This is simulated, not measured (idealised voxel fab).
The name of this process module is voxel gate over fins.
Each square cell in cross-section cut measures 5 nm, and the section as a whole is 225 nm wide.
The cross-sections in this document take the form of a grid made of square cells. They are written out as bands, in order from top to bottom. Each band consists of one or more rows of cells. Read a band's entry like this: the first values are the height of its top and the height of its bottom in nm, and what follows is the sequence of materials from left to right, each with its width in nm. Note that "air" is empty space, and that a single material marked "throughout" reaches across the band from edge to edge. Height reference: 0 = level under which incoming wafer is all one material. Lowest band: no bottom, runs on downward, e.g. "0 and below". The two numbers in a width such as "30..40" mark its ends across the band: the first belongs to the top row of cells, the second to the bottom row, and from each row to the next the width moves by the same amount. Where a step carries "no change occurred", the cross-section came out of it unchanged, cell for cell. The label "closed voids" introduces a list of the empty spaces, 8 cells or larger, that have no open way up to the top; each entry in it reads width x height at distance, where the distance is taken from the left edge and all three are stated in nm. What comes after the settings on a step's line is commentary from the simulator itself on that step. On any step carrying a mask, the "overlay nm" setting, if present on the step's line, tells how far right of its planned place the mask lay; negative values point to the left.

Below is the list of planned process steps:
1) RECEIVE (material Si)
2) CONFORMAL_DEP (material SiN; thk nm 5)
3) DIRECTIONAL_DEP (material aC; thk nm 15)
4) PATTERN (tone cover; mask id FINS; material resist; width nm 15; pitch nm 40; thk nm 35; overlay nm -15)
5) DIRECTIONAL_ETCH (etch materials aC; depth nm 15)
6) STRIP (etch materials resist)
7) DIRECTIONAL_ETCH (etch materials SiN; depth nm 5)
8) DIRECTIONAL_ETCH (etch materials Si; depth nm 35)
9) STRIP (etch materials aC)
10) OXIDIZE (depth nm 5)
11) FILL_DEP (material SiO2; thk nm 15)
12) CMP (height nm 5)
13) SELECTIVE_ETCH (etch materials SiO2; depth nm 15)
14) STRIP (etch materials SiN)
15) CONFORMAL_DEP (material HfO2; thk nm 5)
16) CONFORMAL_DEP (material TiN; thk nm 5)
17) CONFORMAL_DEP (material TiAl; thk nm 5)
18) CONFORMAL_DEP (material TiN; thk nm 5)
19) FILL_DEP (material W; thk nm 10)
20) CMP (height nm 25)
21) CONFORMAL_DEP (material SiCN; thk nm 5)
Same starting wafers, different overlay nm at step 4. Plan value belongs to the first wafer.

As-received state after step 1, first of several wafers, cross-section:
0 and below = Si throughout
closed voids: none

Cross-sectional representation of the first of several wafers at the end of the module, i.e. after its terminal step, step 21:
30 down to 25 = SiCN throughout
25 down to 20 = W throughout
20 down to 15 = 15 of W; 165 of TiN; 45 of W
15 down to 10 = 15 of W; 5 of TiN; 35 of TiAl; 5 of TiN; 35 of TiAl; 5 of TiN; 35 of TiAl; 5 of TiN; 35 of TiAl; 5 of TiN; 45 of W
10 down to 5 = 20 of TiN; 5 of TiAl; 25 of TiN; 5 of TiAl; 5 of TiN; 5 of TiAl; 25 of TiN; 5 of TiAl; 5 of TiN; 5 of TiAl; 25 of TiN; 5 of TiAl; 5 of TiN; 5 of TiAl; 25 of TiN; 5 of TiAl; 50 of TiN
5 down to 0 = 25 of TiAl; 5 of TiN; 15 of HfO2; 5 of TiN; 15 of TiAl; 5 of TiN; 15 of HfO2; 5 of TiN; 15 of TiAl; 5 of TiN; 15 of HfO2; 5 of TiN; 15 of TiAl; 5 of TiN; 15 of HfO2; 5 of TiN; 55 of TiAl
0 down to -5 = 30 of TiN; 5 of HfO2; 5 of Si; 5 of HfO2; 25 of TiN; 5 of HfO2; 5 of Si; 5 of HfO2; 25 of TiN; 5 of HfO2; 5 of Si; 5 of HfO2; 25 of TiN; 5 of HfO2; 5 of Si; 5 of HfO2; 60 of TiN
-5 down to -10 = 35 of HfO2; 5 of Si; 35 of HfO2; 5 of Si; 35 of HfO2; 5 of Si; 35 of HfO2; 5 of Si; 65 of HfO2
-10 down to -40 = 35 of SiO2; 5 of Si; 35 of SiO2; 5 of Si; 35 of SiO2; 5 of Si; 35 of SiO2; 5 of Si; 65 of SiO2
-40 and below = Si throughout
closed voids: none

Here we cross-sectioned the last of the wafers once the module was done:
30 down to 25 = SiCN throughout
25 down to 20 = W throughout
20 down to 15 = 45 of W; 165 of TiN; 15 of W
15 down to 10 = 45 of W; 5 of TiN; 35 of TiAl; 5 of TiN; 35 of TiAl; 5 of TiN; 35 of TiAl; 5 of TiN; 35 of TiAl; 5 of TiN; 15 of W
10 down to 5 = 50 of TiN; 5 of TiAl; 25 of TiN; 5 of TiAl; 5 of TiN; 5 of TiAl; 25 of TiN; 5 of TiAl; 5 of TiN; 5 of TiAl; 25 of TiN; 5 of TiAl; 5 of TiN; 5 of TiAl; 25 of TiN; 5 of TiAl; 20 of TiN
5 down to 0 = 55 of TiAl; 5 of TiN; 15 of HfO2; 5 of TiN; 15 of TiAl; 5 of TiN; 15 of HfO2; 5 of TiN; 15 of TiAl; 5 of TiN; 15 of HfO2; 5 of TiN; 15 of TiAl; 5 of TiN; 15 of HfO2; 5 of TiN; 25 of TiAl
0 down to -5 = 60 of TiN; 5 of HfO2; 5 of Si; 5 of HfO2; 25 of TiN; 5 of HfO2; 5 of Si; 5 of HfO2; 25 of TiN; 5 of HfO2; 5 of Si; 5 of HfO2; 25 of TiN; 5 of HfO2; 5 of Si; 5 of HfO2; 30 of TiN
-5 down to -10 = 65 of HfO2; 5 of Si; 35 of HfO2; 5 of Si; 35 of HfO2; 5 of Si; 35 of HfO2; 5 of Si; 35 of HfO2
-10 down to -40 = 65 of SiO2; 5 of Si; 35 of SiO2; 5 of Si; 35 of SiO2; 5 of Si; 35 of SiO2; 5 of Si; 35 of SiO2
-40 and below = Si throughout
closed voids: none

So in this table every wafer gets its own row, and what you see is where it stands at the end of the module: for each material, how many cells it picked up (+) or gave up (-) since we received it, and after that its closed voids:
overlay nm -15; +61 HfO2; -328 Si; +45 SiCN; +246 SiO2; +61 TiAl; +116 TiN; +69 W; closed voids: none
overlay nm -10; +61 HfO2; -328 Si; +45 SiCN; +246 SiO2; +61 TiAl; +116 TiN; +69 W; closed voids: none
overlay nm -5; +61 HfO2; -328 Si; +45 SiCN; +246 SiO2; +61 TiAl; +116 TiN; +69 W; closed voids: none
overlay nm 0; +61 HfO2; -328 Si; +45 SiCN; +246 SiO2; +61 TiAl; +116 TiN; +69 W; closed voids: none
overlay nm 5; +61 HfO2; -328 Si; +45 SiCN; +246 SiO2; +61 TiAl; +116 TiN; +69 W; closed voids: none
overlay nm 10; +61 HfO2; -328 Si; +45 SiCN; +246 SiO2; +61 TiAl; +116 TiN; +69 W; closed voids: none
overlay nm 15; +61 HfO2; -328 Si; +45 SiCN; +246 SiO2; +61 TiAl; +116 TiN; +69 W; closed voids: none
